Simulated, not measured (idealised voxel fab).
You're looking at the process module voxel self aligned contacts.
For reference, the cross-section in this document is cut, with width 225 nm and square cells of 5 nm.
This document writes a cross-section as a grid whose cells are square, and gives it as bands, listed from the top down; one or more rows of cells form a band. Top height, bottom height, nm. Materials left to right, width each, nm. Single material + "edge to edge" = fills band edge to edge. "empty" = empty. Beneath 0, the wafer as received is one material, and that level is where height counting begins. The lowest band goes on downward without a bottom; it is written like "0 and below". Width spec "30->40" -> top row of cells at first value, bottom row at second value, equal per-row change in between. You'll sometimes find "changes: none" written for a step, and that's the way of saying that nowhere in the cross-section did a cell change during that step. "closed voids" - sealed voids, min. 8 cells, no opening to top; format: width x height at distance (distance from left edge; nm throughout). If you see something after the settings on a step's line, that's the simulator's own remark about that step. What "overlay nm" on a step's line means: if the step has a mask, that mask lay this far to the right of its planned place, or, when the value is negative, to the left.
### The process steps that were planned are listed below
1 op RECEIVE | material Si
2 op CONFORMAL_DEP | material SiO2 | thk nm 5
3 op DIRECTIONAL_DEP | material polySi | thk nm 20
4 op DIRECTIONAL_DEP | material SiN | thk nm 20
5 op DIRECTIONAL_DEP | material aC | thk nm 15
6 op PATTERN | tone cover | mask id GATE | material resist | width nm 35 | pitch nm 75 | thk nm 35 | overlay nm 0
7 op DIRECTIONAL_ETCH | etch materials aC | depth nm 15
8 op STRIP | etch materials resist
9 op DIRECTIONAL_ETCH | etch materials SiN | depth nm 20
10 op DIRECTIONAL_ETCH | etch materials polySi | depth nm 20
11 op STRIP | etch materials aC
12 op CONFORMAL_DEP | material SiN | thk nm 10
13 op DIRECTIONAL_ETCH | etch materials SiN | depth nm 10
14 op FILL_DEP | material SiO2 | thk nm 15
15 op CMP | height nm 55
16 op PATTERN | tone open | mask id CONTACT | material resist | width nm 50 | thk nm 20 | overlay nm 0
17 op DIRECTIONAL_ETCH | etch materials SiO2 | depth nm 55
18 op STRIP | etch materials resist
19 op CONFORMAL_DEP | material TiN | thk nm 5
20 op FILL_DEP | material W | thk nm 10
21 op CMP | height nm 55
22 op CONFORMAL_DEP | material SiCN | thk nm 5
### What follows covers the first of two wafers; it ran as planned
### Here's what the wafer looked like in cross-section when it arrived - that's after step 1
    0 and below: Si edge to edge
    closed voids: none
### Take a look at the wafer's cross-section after step 2
    5 down to 0: SiO2 edge to edge
    Everything below 0 is unchanged.
### Take a look at the wafer's cross-section after step 3
    25 down to 5: polySi edge to edge
    Everything below 5 is unchanged.
### Take a look at the wafer's cross-section after step 4
    45 down to 25: SiN edge to edge
    Everything below 25 is unchanged.
### Take a look at the wafer's cross-section after step 5
    60 down to 45: aC edge to edge
    Everything below 45 is unchanged.
### Take a look at the wafer's cross-section after step 6
    95 down to 60: 55 of empty; 35 of resist; 40 of empty; 35 of resist; 60 of empty
    Everything below 60 is unchanged.
### Take a look at the wafer's cross-section after step 7
    80 down to 60: 55 of empty; 35 of resist; 40 of empty; 35 of resist; 60 of empty
    60 down to 45: 55 of empty; 35 of aC; 40 of empty; 35 of aC; 60 of empty
    Everything below 45 is unchanged.
### Take a look at the wafer's cross-section after step 8
    60 down to 45: 55 of empty; 35 of aC; 40 of empty; 35 of aC; 60 of empty
    Everything below 45 is unchanged.
### Take a look at the wafer's cross-section after step 9
    60 down to 45: 55 of empty; 35 of aC; 40 of empty; 35 of aC; 60 of empty
    45 down to 25: 55 of empty; 35 of SiN; 40 of empty; 35 of SiN; 60 of empty
    Everything below 25 is unchanged.
### Take a look at the wafer's cross-section after step 10
    60 down to 45: 55 of empty; 35 of aC; 40 of empty; 35 of aC; 60 of empty
    45 down to 25: 55 of empty; 35 of SiN; 40 of empty; 35 of SiN; 60 of empty
    25 down to 5: 55 of empty; 35 of polySi; 40 of empty; 35 of polySi; 60 of empty
    Everything below 5 is unchanged.
### Take a look at the wafer's cross-section after step 11
    45 down to 25: 55 of empty; 35 of SiN; 40 of empty; 35 of SiN; 60 of empty
    Everything below 25 is unchanged.
### Take a look at the wafer's cross-section after step 12
    55 down to 25: 45 of empty; 55 of SiN; 20 of empty; 55 of SiN; 50 of empty
    25 down to 15: 45 of empty; 10 of SiN; 35 of polySi; 10 of SiN; 20 of empty; 10 of SiN; 35 of polySi; 10 of SiN; 50 of empty
    15 down to 5: 55 of SiN; 35 of polySi; 40 of SiN; 35 of polySi; 60 of SiN
    Everything below 5 is unchanged.
### Take a look at the wafer's cross-section after step 13
    45 down to 25: 45 of empty; 55 of SiN; 20 of empty; 55 of SiN; 50 of empty
    25 down to 5: 45 of empty; 10 of SiN; 35 of polySi; 10 of SiN; 20 of empty; 10 of SiN; 35 of polySi; 10 of SiN; 50 of empty
    Everything below 5 is unchanged.
### Take a look at the wafer's cross-section after step 14
    60 down to 45: SiO2 edge to edge
    45 down to 25: 45 of SiO2; 55 of SiN; 20 of SiO2; 55 of SiN; 50 of SiO2
    25 down to 5: 45 of SiO2; 10 of SiN; 35 of polySi; 10 of SiN; 20 of SiO2; 10 of SiN; 35 of polySi; 10 of SiN; 50 of SiO2
    Everything below 5 is unchanged.
### Take a look at the wafer's cross-section after step 15
    55 down to 45: SiO2 edge to edge
    Everything below 45 is unchanged.
### Take a look at the wafer's cross-section after step 16
    75 down to 55: 85 of resist; 50 of empty; 90 of resist
    Everything below 55 is unchanged.
### Take a look at the wafer's cross-section after step 17
    75 down to 55: 85 of resist; 50 of empty; 90 of resist
    55 down to 45: 85 of SiO2; 50 of empty; 90 of SiO2
    45 down to 25: 45 of SiO2; 55 of SiN; 20 of empty; 55 of SiN; 50 of SiO2
    25 down to 5: 45 of SiO2; 10 of SiN; 35 of polySi; 10 of SiN; 20 of empty; 10 of SiN; 35 of polySi; 10 of SiN; 50 of SiO2
    5 down to 0: 100 of SiO2; 20 of empty; 105 of SiO2
    Everything below 0 is unchanged.
### Take a look at the wafer's cross-section after step 18
    55 down to 45: 85 of SiO2; 50 of empty; 90 of SiO2
    Everything below 45 is unchanged.
### Take a look at the wafer's cross-section after step 19
    60 down to 55: 90 of TiN; 40 of empty; 95 of TiN
    55 down to 45: 85 of SiO2; 5->20 of TiN; 40->10 of empty; 5->20 of TiN; 90 of SiO2
    45 down to 25: 45 of SiO2; 55 of SiN; 5 of TiN; 10 of empty; 5 of TiN; 55 of SiN; 50 of SiO2
    25 down to 5: 45 of SiO2; 10 of SiN; 35 of polySi; 10 of SiN; 5 of TiN; 10 of empty; 5 of TiN; 10 of SiN; 35 of polySi; 10 of SiN; 50 of SiO2
    5 down to 0: 100 of SiO2; 20 of TiN; 105 of SiO2
    Everything below 0 is unchanged.
### Take a look at the wafer's cross-section after step 20
    70 down to 60: W edge to edge
    60 down to 55: 90 of TiN; 40 of W; 95 of TiN
    55 down to 45: 85 of SiO2; 5->20 of TiN; 40->10 of W; 5->20 of TiN; 90 of SiO2
    45 down to 25: 45 of SiO2; 55 of SiN; 5 of TiN; 10 of W; 5 of TiN; 55 of SiN; 50 of SiO2
    25 down to 5: 45 of SiO2; 10 of SiN; 35 of polySi; 10 of SiN; 5 of TiN; 10 of W; 5 of TiN; 10 of SiN; 35 of polySi; 10 of SiN; 50 of SiO2
    Everything below 5 is unchanged.
### Take a look at the wafer's cross-section after step 21
    55 down to 45: 85 of SiO2; 5->20 of TiN; 40->10 of W; 5->20 of TiN; 90 of SiO2
    Everything below 45 is unchanged.
### Take a look at the wafer's cross-section after step 22
    60 down to 55: SiCN edge to edge
    Everything below 55 is unchanged.
### Second wafer, same starting state and plan as the first, one mistake in the run, identical through step 18
### Second wafer shown in cross-section at the time step 19 was slated to end
    60 down to 55: 90 of SiN; 40 of empty; 95 of SiN
    55 down to 45: 85 of SiO2; 5->20 of SiN; 40->10 of empty; 5->20 of SiN; 90 of SiO2
    45 down to 25: 45 of SiO2; 60 of SiN; 10 of empty; 60 of SiN; 50 of SiO2
    25 down to 5: 45 of SiO2; 10 of SiN; 35 of polySi; 15 of SiN; 10 of empty; 15 of SiN; 35 of polySi; 10 of SiN; 50 of SiO2
    5 down to 0: 100 of SiO2; 20 of SiN; 105 of SiO2
    Everything below 0 is unchanged.
### Second wafer shown in cross-section at the time step 20 was slated to end
    70 down to 60: W edge to edge
    60 down to 55: 90 of SiN; 40 of W; 95 of SiN
    55 down to 45: 85 of SiO2; 5->20 of SiN; 40->10 of W; 5->20 of SiN; 90 of SiO2
    45 down to 25: 45 of SiO2; 60 of SiN; 10 of W; 60 of SiN; 50 of SiO2
    25 down to 5: 45 of SiO2; 10 of SiN; 35 of polySi; 15 of SiN; 10 of W; 15 of SiN; 35 of polySi; 10 of SiN; 50 of SiO2
    Everything below 5 is unchanged.
### Second wafer shown in cross-section at the time step 21 was slated to end
    55 down to 45: 85 of SiO2; 5->20 of SiN; 40->10 of W; 5->20 of SiN; 90 of SiO2
    Everything below 45 is unchanged.
### Second wafer shown in cross-section at the time step 22 was slated to end
    60 down to 55: SiCN edge to edge
    Everything below 55 is unchanged.
Plan not followed: contrary to plan, step 19 was performed as op CONFORMAL_DEP | material SiN | thk nm 5
Wrapping up, a cell-based count of both wafers puts the second over or under the first for these materials: +30 SiN | -30 TiN
